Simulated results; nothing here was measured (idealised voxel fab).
voxel plated lines: a process module
Section cut is 225 nm wide and gridded with 5 nm square cells.
Cross-section format: a grid of square cells, given as bands from top to bottom; each band is one or more rows of cells. What a band's entry tells you: where the top is and where the bottom is, as heights in nm, and after that what lies inside, material by material from left to right, each with its width in nm. Empty space is written as the word "air", and a single material marked with the word "all across" occupies the band from edge to edge. A quick word on heights: they are counted from 0, and under that level the wafer as it came to us is one material throughout. The lowest band is different from the rest in having no bottom; it simply continues downward, written as in "0 down". Think of "30 to 40" as a width that walks from the first number to the second as you go down the band, top row to bottom row, taking equal-sized steps from row to row. "remained the same" for a step: no cell of the cross-section changed in that step. Entry "Catalogued sealed voids" = empty spaces >= 8 cells with no open way to the top; each as width x height at distance, distance from left edge, all nm. On each step's line, the part that comes after the settings is the simulator's own comment on the step. "overlay nm" denotes, for a step that has a mask, the displacement of the mask to the right of its planned place, with negative values corresponding to the left. Note on reading: below, each pair holds a cross-section from before one process step and one from after it; the one from after shows only down to the lowest band that changed. Beneath the pair, the step in between is stated along with its settings. The pairs can stem from different runs of this module on the same starting wafer. Where a pair's entry headed "Prior to step" says so, and only there, that pair continues from the pair above it.

Prior to step:
  0 down = Si all across
  Catalogued sealed voids: none

Post-Step Geometry:
  15 to 0 = Al2O3 all across
  Below 0, no change.
  Catalogued sealed voids: none
Here is the step that sits between the two cross-sections above: CONFORMAL_DEP,material Al2O3,thk nm 15

Prior to step: it's just the after picture from the pair right above this one.

Post-Step Geometry:
  20 to 15 = TiN all across
  Below 15, no change.
  Catalogued sealed voids: none
Here is the step that sits between the two cross-sections above: DIRECTIONAL_DEP,material TiN,thk nm 5

Prior to step: it's just the after picture from the pair right above this one.

Post-Step Geometry:
  50 to 20 = 15 resist, then 30 air, then 25 resist, then 30 air, then 25 resist, then 30 air, then 25 resist, then 30 air, then 15 resist
  Below 20, no change.
  Catalogued sealed voids: none
Here is the step that sits between the two cross-sections above: PATTERN,tone open,mask id LINES,material resist,width nm 30,pitch nm 55,thk nm 30,overlay nm 0

Prior to step: it's just the after picture from the pair right above this one.

Post-Step Geometry:
  50 to 25 = 15 resist, then 30 air, then 25 resist, then 30 air, then 25 resist, then 30 air, then 25 resist, then 30 air, then 15 resist
  25 to 20 = 15 resist, then 30 Ru, then 25 resist, then 30 Ru, then 25 resist, then 30 Ru, then 25 resist, then 30 Ru, then 15 resist
  Below 20, no change.
  Catalogued sealed voids: none
Here is the step that sits between the two cross-sections above: EPI,material Ru,thk nm 5

Prior to step: it's just the after picture from the pair right above this one.

Post-Step Geometry:
  50 to 30 = 15 resist, then 30 air, then 25 resist, then 30 air, then 25 resist, then 30 air, then 25 resist, then 30 air, then 15 resist
  30 to 20 = 15 resist, then 30 Ru, then 25 resist, then 30 Ru, then 25 resist, then 30 Ru, then 25 resist, then 30 Ru, then 15 resist
  Below 20, no change.
  Catalogued sealed voids: none
Here is the step that sits between the two cross-sections above: EPI,material Ru,thk nm 5

Prior to step: it's just the after picture from the pair right above this one.

Post-Step Geometry:
  30 to 20 = 15 air, then 30 Ru, then 25 air, then 30 Ru, then 25 air, then 30 Ru, then 25 air, then 30 Ru, then 15 air
  Below 20, no change.
  Catalogued sealed voids: none
Here is the step that sits between the two cross-sections above: STRIP,etch materials resist

Prior to step: it's just the after picture from the pair right above this one.

Post-Step Geometry:
  30 to 20 = 15 air, then 30 Ru, then 25 air, then 30 Ru, then 25 air, then 30 Ru, then 25 air, then 30 Ru, then 15 air
  20 to 15 = 15 air, then 30 TiN, then 25 air, then 30 TiN, then 25 air, then 30 TiN, then 25 air, then 30 TiN, then 15 air
  Below 15, no change.
  Catalogued sealed voids: none
Here is the step that sits between the two cross-sections above: DIRECTIONAL_ETCH,etch materials TiN,depth nm 5

Prior to step: it's just the after picture from the pair right above this one.

Post-Step Geometry:
  40 to 30 = 5 air, then 50 SiO2, then 5 air, then 50 SiO2, then 5 air, then 50 SiO2, then 5 air, then 50 SiO2, then 5 air
  30 to 25 = 5 air, then 10 SiO2, then 30 Ru, then 10 SiO2, then 5 air, then 10 SiO2, then 30 Ru, then 10 SiO2, then 5 air, then 10 SiO2, then 30 Ru, then 10 SiO2, then 5 air, then 10 SiO2, then 30 Ru, then 10 SiO2, then 5 air
  25 to 20 = 15 SiO2, then 30 Ru, then 25 SiO2, then 30 Ru, then 25 SiO2, then 30 Ru, then 25 SiO2, then 30 Ru, then 15 SiO2
  20 to 15 = 15 SiO2, then 30 TiN, then 25 SiO2, then 30 TiN, then 25 SiO2, then 30 TiN, then 25 SiO2, then 30 TiN, then 15 SiO2
  Below 15, no change.
  Catalogued sealed voids: none
Here is the step that sits between the two cross-sections above: CONFORMAL_DEP,material SiO2,thk nm 10

Prior to step:
  50 to 25 = 15 resist, then 30 air, then 25 resist, then 30 air, then 25 resist, then 30 air, then 25 resist, then 30 air, then 15 resist
  25 to 20 = 15 resist, then 30 Ru, then 25 resist, then 30 Ru, then 25 resist, then 30 Ru, then 25 resist, then 30 Ru, then 15 resist
  20 to 15 = TiN all across
  15 to 0 = Al2O3 all across
  0 down = Si all across
  Catalogued sealed voids: none

Post-Step Geometry:
  25 to 20 = 15 air, then 30 Ru, then 25 air, then 30 Ru, then 25 air, then 30 Ru, then 25 air, then 30 Ru, then 15 air
  Below 20, no change.
  Catalogued sealed voids: none
Here is the step that sits between the two cross-sections above: STRIP,etch materials resist

Prior to step: it's just the after picture from the pair right above this one.

Post-Step Geometry:
  25 to 20 = 15 air, then 30 Ru, then 25 air, then 30 Ru, then 25 air, then 30 Ru, then 25 air, then 30 Ru, then 15 air
  20 to 15 = 15 air, then 30 TiN, then 25 air, then 30 TiN, then 25 air, then 30 TiN, then 25 air, then 30 TiN, then 15 air
  Below 15, no change.
  Catalogued sealed voids: none
Here is the step that sits between the two cross-sections above: DIRECTIONAL_ETCH,etch materials TiN,depth nm 5

Prior to step: it's just the after picture from the pair right above this one.

Post-Step Geometry:
  35 to 25 = 5 air, then 50 SiO2, then 5 air, then 50 SiO2, then 5 air, then 50 SiO2, then 5 air, then 50 SiO2, then 5 air
  25 to 20 = 15 SiO2, then 30 Ru, then 25 SiO2, then 30 Ru, then 25 SiO2, then 30 Ru, then 25 SiO2, then 30 Ru, then 15 SiO2
  20 to 15 = 15 SiO2, then 30 TiN, then 25 SiO2, then 30 TiN, then 25 SiO2, then 30 TiN, then 25 SiO2, then 30 TiN, then 15 SiO2
  Below 15, no change.
  Catalogued sealed voids: none
Here is the step that sits between the two cross-sections above: CONFORMAL_DEP,material SiO2,thk nm 10

Prior to step:
  15 to 0 = Al2O3 all across
  0 down = Si all across
  Catalogued sealed voids: none

Post-Step Geometry:
  30 to 0 = Al2O3 all across
  Below 0, no change.
  Catalogued sealed voids: none
Here is the step that sits between the two cross-sections above: CONFORMAL_DEP,material Al2O3,thk nm 15

Prior to step: it's just the after picture from the pair right above this one.

Post-Step Geometry:
  35 to 30 = TiN all across
  Below 30, no change.
  Catalogued sealed voids: none
Here is the step that sits between the two cross-sections above: DIRECTIONAL_DEP,material TiN,thk nm 5

Prior to step: it's just the after picture from the pair right above this one.

Post-Step Geometry:
  65 to 35 = 15 resist, then 30 air, then 25 resist, then 30 air, then 25 resist, then 30 air, then 25 resist, then 30 air, then 15 resist
  Below 35, no change.
  Catalogued sealed voids: none
Here is the step that sits between the two cross-sections above: PATTERN,tone open,mask id LINES,material resist,width nm 30,pitch nm 55,thk nm 30,overlay nm 0

Prior to step: it's just the after picture from the pair right above this one.

Post-Step Geometry:
  65 to 40 = 15 resist, then 30 air, then 25 resist, then 30 air, then 25 resist, then 30 air, then 25 resist, then 30 air, then 15 resist
  40 to 35 = 15 resist, then 30 Ru, then 25 resist, then 30 Ru, then 25 resist, then 30 Ru, then 25 resist, then 30 Ru, then 15 resist
  Below 35, no change.
  Catalogued sealed voids: none
Here is the step that sits between the two cross-sections above: EPI,material Ru,thk nm 5

Prior to step: it's just the after picture from the pair right above this one.

Post-Step Geometry:
  65 to 45 = 15 resist, then 30 air, then 25 resist, then 30 air, then 25 resist, then 30 air, then 25 resist, then 30 air, then 15 resist
  45 to 35 = 15 resist, then 30 Ru, then 25 resist, then 30 Ru, then 25 resist, then 30 Ru, then 25 resist, then 30 Ru, then 15 resist
  Below 35, no change.
  Catalogued sealed voids: none
Here is the step that sits between the two cross-sections above: EPI,material Ru,thk nm 5

Prior to step: it's just the after picture from the pair right above this one.

Post-Step Geometry:
  45 to 35 = 15 air, then 30 Ru, then 25 air, then 30 Ru, then 25 air, then 30 Ru, then 25 air, then 30 Ru, then 15 air
  Below 35, no change.
  Catalogued sealed voids: none
Here is the step that sits between the two cross-sections above: STRIP,etch materials resist

Prior to step: it's just the after picture from the pair right above this one.

Post-Step Geometry:
  45 to 35 = 15 air, then 30 Ru, then 25 air, then 30 Ru, then 25 air, then 30 Ru, then 25 air, then 30 Ru, then 15 air
  35 to 30 = 15 air, then 30 TiN, then 25 air, then 30 TiN, then 25 air, then 30 TiN, then 25 air, then 30 TiN, then 15 air
  Below 30, no change.
  Catalogued sealed voids: none
Here is the step that sits between the two cross-sections above: DIRECTIONAL_ETCH,etch materials TiN,depth nm 5

Prior to step: it's just the after picture from the pair right above this one.

Post-Step Geometry:
  55 to 45 = 5 air, then 50 SiO2, then 5 air, then 50 SiO2, then 5 air, then 50 SiO2, then 5 air, then 50 SiO2, then 5 air
  45 to 40 = 5 air, then 10 SiO2, then 30 Ru, then 10 SiO2, then 5 air, then 10 SiO2, then 30 Ru, then 10 SiO2, then 5 air, then 10 SiO2, then 30 Ru, then 10 SiO2, then 5 air, then 10 SiO2, then 30 Ru, then 10 SiO2, then 5 air
  40 to 35 = 15 SiO2, then 30 Ru, then 25 SiO2, then 30 Ru, then 25 SiO2, then 30 Ru, then 25 SiO2, then 30 Ru, then 15 SiO2
  35 to 30 = 15 SiO2, then 30 TiN, then 25 SiO2, then 30 TiN, then 25 SiO2, then 30 TiN, then 25 SiO2, then 30 TiN, then 15 SiO2
  Below 30, no change.
  Catalogued sealed voids: none
Here is the step that sits between the two cross-sections above: CONFORMAL_DEP,material SiO2,thk nm 10

Prior to step:
  0 down = Si all across
  Catalogued sealed voids: none

Post-Step Geometry:
  5 to 0 = TiN all across
  Below 0, no change.
  Catalogued sealed voids: none
Here is the step that sits between the two cross-sections above: DIRECTIONAL_DEP,material TiN,thk nm 5

Prior to step: it's just the after picture from the pair right above this one.

Post-Step Geometry:
  20 to 5 = Al2O3 all across
  Below 5, no change.
  Catalogued sealed voids: none
Here is the step that sits between the two cross-sections above: CONFORMAL_DEP,material Al2O3,thk nm 15

Prior to step: it's just the after picture from the pair right above this one.

Post-Step Geometry:
  50 to 20 = 15 resist, then 30 air, then 25 resist, then 30 air, then 25 resist, then 30 air, then 25 resist, then 30 air, then 15 resist
  Below 20, no change.
  Catalogued sealed voids: none
Here is the step that sits between the two cross-sections above: PATTERN,tone open,mask id LINES,material resist,width nm 30,pitch nm 55,thk nm 30,overlay nm 0

Prior to step: it's just the after picture from the pair right above this one.

Post-Step Geometry:
  20 to 5 = Al2O3 all across
  Below 5, no change.
  Catalogued sealed voids: none
Here is the step that sits between the two cross-sections above: STRIP,etch materials resist

Prior to step: it's just the after picture from the pair right above this one.

Post-Step Geometry:
  30 to 20 = SiO2 all across
  Below 20, no change.
  Catalogued sealed voids: none
Here is the step that sits between the two cross-sections above: CONFORMAL_DEP,material SiO2,thk nm 10

Prior to step:
  0 down = Si all across
  Catalogued sealed voids: none

Post-Step Geometry:
  25 to 0 = Al2O3 all across
  Below 0, no change.
  Catalogued sealed voids: none
Here is the step that sits between the two cross-sections above: CONFORMAL_DEP,material Al2O3,thk nm 25

Prior to step: it's just the after picture from the pair right above this one.

Post-Step Geometry:
  30 to 25 = TiN all across
  Below 25, no change.
  Catalogued sealed voids: none
Here is the step that sits between the two cross-sections above: DIRECTIONAL_DEP,material TiN,thk nm 5

Prior to step: it's just the after picture from the pair right above this one.

Post-Step Geometry:
  60 to 30 = 15 resist, then 30 air, then 25 resist, then 30 air, then 25 resist, then 30 air, then 25 resist, then 30 air, then 15 resist
  Below 30, no change.
  Catalogued sealed voids: none
Here is the step that sits between the two cross-sections above: PATTERN,tone open,mask id LINES,material resist,width nm 30,pitch nm 55,thk nm 30,overlay nm 0

Prior to step: it's just the after picture from the pair right above this one.

Post-Step Geometry:
  60 to 35 = 15 resist, then 30 air, then 25 resist, then 30 air, then 25 resist, then 30 air, then 25 resist, then 30 air, then 15 resist
  35 to 30 = 15 resist, then 30 Ru, then 25 resist, then 30 Ru, then 25 resist, then 30 Ru, then 25 resist, then 30 Ru, then 15 resist
  Below 30, no change.
  Catalogued sealed voids: none
Here is the step that sits between the two cross-sections above: EPI,material Ru,thk nm 5

Prior to step: it's just the after picture from the pair right above this one.

Post-Step Geometry:
  60 to 40 = 15 resist, then 30 air, then 25 resist, then 30 air, then 25 resist, then 30 air, then 25 resist, then 30 air, then 15 resist
  40 to 30 = 15 resist, then 30 Ru, then 25 resist, then 30 Ru, then 25 resist, then 30 Ru, then 25 resist, then 30 Ru, then 15 resist
  Below 30, no change.
  Catalogued sealed voids: none
Here is the step that sits between the two cross-sections above: EPI,material Ru,thk nm 5

Prior to step: it's just the after picture from the pair right above this one.

Post-Step Geometry:
  40 to 30 = 15 air, then 30 Ru, then 25 air, then 30 Ru, then 25 air, then 30 Ru, then 25 air, then 30 Ru, then 15 air
  Below 30, no change.
  Catalogued sealed voids: none
Here is the step that sits between the two cross-sections above: STRIP,etch materials resist

Prior to step: it's just the after picture from the pair right above this one.

Post-Step Geometry:
  40 to 30 = 15 air, then 30 Ru, then 25 air, then 30 Ru, then 25 air, then 30 Ru, then 25 air, then 30 Ru, then 15 air
  30 to 25 = 15 air, then 30 TiN, then 25 air, then 30 TiN, then 25 air, then 30 TiN, then 25 air, then 30 TiN, then 15 air
  Below 25, no change.
  Catalogued sealed voids: none
Here is the step that sits between the two cross-sections above: DIRECTIONAL_ETCH,etch materials TiN,depth nm 5

Prior to step: it's just the after picture from the pair right above this one.

Post-Step Geometry:
  50 to 40 = 5 air, then 50 SiO2, then 5 air, then 50 SiO2, then 5 air, then 50 SiO2, then 5 air, then 50 SiO2, then 5 air
  40 to 35 = 5 air, then 10 SiO2, then 30 Ru, then 10 SiO2, then 5 air, then 10 SiO2, then 30 Ru, then 10 SiO2, then 5 air, then 10 SiO2, then 30 Ru, then 10 SiO2, then 5 air, then 10 SiO2, then 30 Ru, then 10 SiO2, then 5 air
  35 to 30 = 15 SiO2, then 30 Ru, then 25 SiO2, then 30 Ru, then 25 SiO2, then 30 Ru, then 25 SiO2, then 30 Ru, then 15 SiO2
  30 to 25 = 15 SiO2, then 30 TiN, then 25 SiO2, then 30 TiN, then 25 SiO2, then 30 TiN, then 25 SiO2, then 30 TiN, then 15 SiO2
  Below 25, no change.
  Catalogued sealed voids: none
Here is the step that sits between the two cross-sections above: CONFORMAL_DEP,material SiO2,thk nm 10

Prior to step:
  20 to 15 = TiN all across
  15 to 0 = Al2O3 all across
  0 down = Si all across
  Catalogued sealed voids: none

Post-Step Geometry:
  50 to 20 = 20 resist, then 20 air, then 35 resist, then 20 air, then 35 resist, then 20 air, then 35 resist, then 20 air, then 20 resist
  Below 20, no change.
  Catalogued sealed voids: none
Here is the step that sits between the two cross-sections above: PATTERN,tone open,mask id LINES,material resist,width nm 20,pitch nm 55,thk nm 30,overlay nm 0

Prior to step: it's just the after picture from the pair right above this one.

Post-Step Geometry:
  50 to 25 = 20 resist, then 20 air, then 35 resist, then 20 air, then 35 resist, then 20 air, then 35 resist, then 20 air, then 20 resist
  25 to 20 = 20 resist, then 20 Ru, then 35 resist, then 20 Ru, then 35 resist, then 20 Ru, then 35 resist, then 20 Ru, then 20 resist
  Below 20, no change.
  Catalogued sealed voids: none
Here is the step that sits between the two cross-sections above: EPI,material Ru,thk nm 5

Prior to step: it's just the after picture from the pair right above this one.

Post-Step Geometry:
  50 to 30 = 20 resist, then 20 air, then 35 resist, then 20 air, then 35 resist, then 20 air, then 35 resist, then 20 air, then 20 resist
  30 to 20 = 20 resist, then 20 Ru, then 35 resist, then 20 Ru, then 35 resist, then 20 Ru, then 35 resist, then 20 Ru, then 20 resist
  Below 20, no change.
  Catalogued sealed voids: none
Here is the step that sits between the two cross-sections above: EPI,material Ru,thk nm 5

Prior to step: it's just the after picture from the pair right above this one.

Post-Step Geometry:
  30 to 20 = 20 air, then 20 Ru, then 35 air, then 20 Ru, then 35 air, then 20 Ru, then 35 air, then 20 Ru, then 20 air
  Below 20, no change.
  Catalogued sealed voids: none
Here is the step that sits between the two cross-sections above: STRIP,etch materials resist

Prior to step: it's just the after picture from the pair right above this one.

Post-Step Geometry:
  30 to 20 = 20 air, then 20 Ru, then 35 air, then 20 Ru, then 35 air, then 20 Ru, then 35 air, then 20 Ru, then 20 air
  20 to 15 = 20 air, then 20 TiN, then 35 air, then 20 TiN, then 35 air, then 20 TiN, then 35 air, then 20 TiN, then 20 air
  Below 15, no change.
  Catalogued sealed voids: none
Here is the step that sits between the two cross-sections above: DIRECTIONAL_ETCH,etch materials TiN,depth nm 5

Prior to step: it's just the after picture from the pair right above this one.

Post-Step Geometry:
  40 to 30 = 10 air, then 40 SiO2, then 15 air, then 40 SiO2, then 15 air, then 40 SiO2, then 15 air, then 40 SiO2, then 10 air
  30 to 25 = 10 air, then 10 SiO2, then 20 Ru, then 10 SiO2, then 15 air, then 10 SiO2, then 20 Ru, then 10 SiO2, then 15 air, then 10 SiO2, then 20 Ru, then 10 SiO2, then 15 air, then 10 SiO2, then 20 Ru, then 10 SiO2, then 10 air
  25 to 20 = 20 SiO2, then 20 Ru, then 35 SiO2, then 20 Ru, then 35 SiO2, then 20 Ru, then 35 SiO2, then 20 Ru, then 20 SiO2
  20 to 15 = 20 SiO2, then 20 TiN, then 35 SiO2, then 20 TiN, then 35 SiO2, then 20 TiN, then 35 SiO2, then 20 TiN, then 20 SiO2
  Below 15, no change.
  Catalogued sealed voids: none
Here is the step that sits between the two cross-sections above: CONFORMAL_DEP,material SiO2,thk nm 10

Prior to step:
  15 to 0 = Al2O3 all across
  0 down = Si all across
  Catalogued sealed voids: none

Post-Step Geometry:
  20 to 15 = SiO2 all across
  Below 15, no change.
  Catalogued sealed voids: none
Here is the step that sits between the two cross-sections above: DIRECTIONAL_DEP,material SiO2,thk nm 5

Prior to step: it's just the after picture from the pair right above this one.

Post-Step Geometry:
  50 to 20 = 15 resist, then 30 air, then 25 resist, then 30 air, then 25 resist, then 30 air, then 25 resist, then 30 air, then 15 resist
  Below 20, no change.
  Catalogued sealed voids: none
Here is the step that sits between the two cross-sections above: PATTERN,tone open,mask id LINES,material resist,width nm 30,pitch nm 55,thk nm 30,overlay nm 0

Prior to step: it's just the after picture from the pair right above this one.

Post-Step Geometry:
  20 to 15 = SiO2 all across
  Below 15, no change.
  Catalogued sealed voids: none
Here is the step that sits between the two cross-sections above: STRIP,etch materials resist

Prior to step: it's just the after picture from the pair right above this one.

Post-Step Geometry:
  30 to 15 = SiO2 all across
  Below 15, no change.
  Catalogued sealed voids: none
Here is the step that sits between the two cross-sections above: CONFORMAL_DEP,material SiO2,thk nm 10

Prior to step:
  20 to 15 = TiN all across
  15 to 0 = Al2O3 all across
  0 down = Si all across
  Catalogued sealed voids: none

Post-Step Geometry:
  50 to 20 = 15 air, then 30 resist, then 25 air, then 30 resist, then 25 air, then 30 resist, then 25 air, then 30 resist, then 15 air
  Below 20, no change.
  Catalogued sealed voids: none
Here is the step that sits between the two cross-sections above: PATTERN,tone cover,mask id LINES,material resist,width nm 30,pitch nm 55,thk nm 30,overlay nm 0

Prior to step: it's just the after picture from the pair right above this one.

Post-Step Geometry:
  50 to 25 = 15 air, then 30 resist, then 25 air, then 30 resist, then 25 air, then 30 resist, then 25 air, then 30 resist, then 15 air
  25 to 20 = 15 Ru, then 30 resist, then 25 Ru, then 30 resist, then 25 Ru, then 30 resist, then 25 Ru, then 30 resist, then 15 Ru
  Below 20, no change.
  Catalogued sealed voids: none
Here is the step that sits between the two cross-sections above: EPI,material Ru,thk nm 5

Prior to step: it's just the after picture from the pair right above this one.

Post-Step Geometry:
  50 to 30 = 15 air, then 30 resist, then 25 air, then 30 resist, then 25 air, then 30 resist, then 25 air, then 30 resist, then 15 air
  30 to 20 = 15 Ru, then 30 resist, then 25 Ru, then 30 resist, then 25 Ru, then 30 resist, then 25 Ru, then 30 resist, then 15 Ru
  Below 20, no change.
  Catalogued sealed voids: none
Here is the step that sits between the two cross-sections above: EPI,material Ru,thk nm 5

Prior to step: it's just the after picture from the pair right above this one.

Post-Step Geometry:
  30 to 20 = 15 Ru, then 30 air, then 25 Ru, then 30 air, then 25 Ru, then 30 air, then 25 Ru, then 30 air, then 15 Ru
  Below 20, no change.
  Catalogued sealed voids: none
Here is the step that sits between the two cross-sections above: STRIP,etch materials resist

Prior to step: it's just the after picture from the pair right above this one.

Post-Step Geometry:
  30 to 20 = 15 Ru, then 30 air, then 25 Ru, then 30 air, then 25 Ru, then 30 air, then 25 Ru, then 30 air, then 15 Ru
  20 to 15 = 15 TiN, then 30 air, then 25 TiN, then 30 air, then 25 TiN, then 30 air, then 25 TiN, then 30 air, then 15 TiN
  Below 15, no change.
  Catalogued sealed voids: none
Here is the step that sits between the two cross-sections above: DIRECTIONAL_ETCH,etch materials TiN,depth nm 5

Prior to step: it's just the after picture from the pair right above this one.

Post-Step Geometry:
  40 to 30 = 25 SiO2, then 10 air, then 45 SiO2, then 10 air, then 45 SiO2, then 10 air, then 45 SiO2, then 10 air, then 25 SiO2
  30 to 25 = 15 Ru, then 10 SiO2, then 10 air, then 10 SiO2, then 25 Ru, then 10 SiO2, then 10 air, then 10 SiO2, then 25 Ru, then 10 SiO2, then 10 air, then 10 SiO2, then 25 Ru, then 10 SiO2, then 10 air, then 10 SiO2, then 15 Ru
  25 to 20 = 15 Ru, then 30 SiO2, then 25 Ru, then 30 SiO2, then 25 Ru, then 30 SiO2, then 25 Ru, then 30 SiO2, then 15 Ru
  20 to 15 = 15 TiN, then 30 SiO2, then 25 TiN, then 30 SiO2, then 25 TiN, then 30 SiO2, then 25 TiN, then 30 SiO2, then 15 TiN
  Below 15, no change.
  Catalogued sealed voids: none
Here is the step that sits between the two cross-sections above: CONFORMAL_DEP,material SiO2,thk nm 10
